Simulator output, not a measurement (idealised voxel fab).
process module | voxel self aligned vias
cross-section cut | 280 nm wide | cells 5 nm
A cross-section is a grid of square cells, given in bands from the top down. A band is one or more rows of cells.
Each band's line starts with the height of the band's top and of its bottom, in nm. Then come its materials from left to right, each with its width in nm. One material with "throughout" fills the band from edge to edge. "air" is empty space.
Height 0 is the level under which the wafer as received is all one material. The lowest band goes on downwards, as in "0 down".
A width such as "30 to 40" changes by the same amount from each row of cells to the next, from the band's top row to its bottom row.
"no change" after a step means that no cell of the cross-section changed.
closed voids: empty space of 8 cells or more with no open way to the top, each as width x height at its distance from the left edge, in nm
after a step's settings: what the simulator itself notes on the step
overlay nm, on a step with a mask: how far to the right of its planned place the mask lay; to the left if negative
plan
1 op RECEIVE | material Si
2 op CONFORMAL_DEP | material SiO2 | thk nm 10
3 op CONFORMAL_DEP | material SiCN | thk nm 5
4 op DIRECTIONAL_DEP | material lowk | thk nm 25
5 op MASKED_ETCH | tone open | mask id LINES | width nm 20 | pitch nm 50 | etch materials lowk | depth nm 25 | overlay nm 0
6 op CONFORMAL_DEP | material TiN | thk nm 5
7 op FILL_DEP | material Ru | thk nm 10
8 op CMP | height nm 40
9 op SELECTIVE_ETCH | etch materials W Ru TiN | depth nm 5
10 op FILL_DEP | material SiN | thk nm 5
11 op CMP | height nm 40
12 op DIRECTIONAL_DEP | material lowk | thk nm 20
13 op DIRECTIONAL_DEP | material aC | thk nm 15
14 op PATTERN | tone open | mask id VIAS | material resist | width nm 30 | pitch nm 100 | thk nm 30 | overlay nm 0
15 op DIRECTIONAL_ETCH | etch materials aC | depth nm 15
16 op STRIP | etch materials resist
17 op DIRECTIONAL_ETCH | etch materials lowk | depth nm 20
18 op DIRECTIONAL_ETCH | etch materials SiN | depth nm 5
19 op STRIP | etch materials aC
20 op CONFORMAL_DEP | material TiN | thk nm 5
21 op FILL_DEP | material Ru | thk nm 5
22 op CMP | height nm 60
23 op CONFORMAL_DEP | material SiN | thk nm 5
first wafer, as planned
as received, after step 1
  0 down: Si throughout
  closed voids: none
after step 2
  10 to 0: SiO2 throughout
  below 0: unchanged
after step 3
  15 to 10: SiCN throughout
  below 10: unchanged
after step 4
  40 to 15: lowk throughout
  below 15: unchanged
after step 5
  40 to 15: lowk 80 | air 20 | lowk 30 | air 20 | lowk 30 | air 20 | lowk 80
  below 15: unchanged
after step 6
  45 to 40: TiN 85 | air 10 | TiN 40 | air 10 | TiN 40 | air 10 | TiN 85
  40 to 20: lowk 80 | TiN 5 | air 10 | TiN 5 | lowk 30 | TiN 5 | air 10 | TiN 5 | lowk 30 | TiN 5 | air 10 | TiN 5 | lowk 80
  20 to 15: lowk 80 | TiN 20 | lowk 30 | TiN 20 | lowk 30 | TiN 20 | lowk 80
  below 15: unchanged
after step 7
  55 to 45: Ru throughout
  45 to 40: TiN 85 | Ru 10 | TiN 40 | Ru 10 | TiN 40 | Ru 10 | TiN 85
  40 to 20: lowk 80 | TiN 5 | Ru 10 | TiN 5 | lowk 30 | TiN 5 | Ru 10 | TiN 5 | lowk 30 | TiN 5 | Ru 10 | TiN 5 | lowk 80
  below 20: unchanged
after step 8
  40 to 20: lowk 80 | TiN 5 | Ru 10 | TiN 5 | lowk 30 | TiN 5 | Ru 10 | TiN 5 | lowk 30 | TiN 5 | Ru 10 | TiN 5 | lowk 80
  below 20: unchanged
after step 9
  40 to 35: lowk 80 | air 20 | lowk 30 | air 20 | lowk 30 | air 20 | lowk 80
  below 35: unchanged
after step 10
  45 to 40: SiN throughout
  40 to 35: lowk 80 | SiN 20 | lowk 30 | SiN 20 | lowk 30 | SiN 20 | lowk 80
  below 35: unchanged
after step 11
  40 to 35: lowk 80 | SiN 20 | lowk 30 | SiN 20 | lowk 30 | SiN 20 | lowk 80
  below 35: unchanged
after step 12
  60 to 40: lowk throughout
  below 40: unchanged
after step 13
  75 to 60: aC throughout
  below 60: unchanged
after step 14
  105 to 75: resist 75 | air 30 | resist 70 | air 30 | resist 75
  below 75: unchanged
after step 15
  90 to 75: resist 75 | air 30 | resist 70 | air 30 | resist 75
  75 to 60: aC 75 | air 30 | aC 70 | air 30 | aC 75
  below 60: unchanged
after step 16
  75 to 60: aC 75 | air 30 | aC 70 | air 30 | aC 75
  below 60: unchanged
after step 17
  75 to 60: aC 75 | air 30 | aC 70 | air 30 | aC 75
  60 to 40: lowk 75 | air 30 | lowk 70 | air 30 | lowk 75
  below 40: unchanged
after step 18
  75 to 60: aC 75 | air 30 | aC 70 | air 30 | aC 75
  60 to 40: lowk 75 | air 30 | lowk 70 | air 30 | lowk 75
  40 to 35: lowk 80 | air 20 | lowk 30 | SiN 20 | lowk 30 | air 20 | lowk 80
  below 35: unchanged
after step 19
  60 to 40: lowk 75 | air 30 | lowk 70 | air 30 | lowk 75
  below 40: unchanged
after step 20
  65 to 60: TiN 80 | air 20 | TiN 80 | air 20 | TiN 80
  60 to 45: lowk 75 | TiN 5 | air 20 | TiN 5 | lowk 70 | TiN 5 | air 20 | TiN 5 | lowk 75
  45 to 40: lowk 75 | TiN 10 | air 10 | TiN 10 | lowk 70 | TiN 10 | air 10 | TiN 10 | lowk 75
  40 to 35: lowk 80 | TiN 20 | lowk 30 | SiN 20 | lowk 30 | TiN 20 | lowk 80
  below 35: unchanged
after step 21
  70 to 65: Ru throughout
  65 to 60: TiN 80 | Ru 20 | TiN 80 | Ru 20 | TiN 80
  60 to 45: lowk 75 | TiN 5 | Ru 20 | TiN 5 | lowk 70 | TiN 5 | Ru 20 | TiN 5 | lowk 75
  45 to 40: lowk 75 | TiN 10 | Ru 10 | TiN 10 | lowk 70 | TiN 10 | Ru 10 | TiN 10 | lowk 75
  below 40: unchanged
after step 22
  60 to 45: lowk 75 | TiN 5 | Ru 20 | TiN 5 | lowk 70 | TiN 5 | Ru 20 | TiN 5 | lowk 75
  below 45: unchanged
after step 23
  65 to 60: SiN throughout
  below 60: unchanged
second wafer: like start, like plan, one mistake. Through step 20 it matches the first wafer
when step 21 should have ended
  70 to 65: lowk throughout
  65 to 60: TiN 80 | lowk 20 | TiN 80 | lowk 20 | TiN 80
  60 to 45: lowk 75 | TiN 5 | lowk 20 | TiN 5 | lowk 70 | TiN 5 | lowk 20 | TiN 5 | lowk 75
  45 to 40: lowk 75 | TiN 10 | lowk 10 | TiN 10 | lowk 70 | TiN 10 | lowk 10 | TiN 10 | lowk 75
  below 40: unchanged
when step 22 should have ended
  60 to 45: lowk 75 | TiN 5 | lowk 20 | TiN 5 | lowk 70 | TiN 5 | lowk 20 | TiN 5 | lowk 75
  below 45: unchanged
when step 23 should have ended
  65 to 60: SiN throughout
  below 60: unchanged
what went wrong: step 21 ran as: op FILL_DEP | material lowk | thk nm 5
at the end the second wafer has, in cells: 28 fewer of Ru | 28 more of lowk
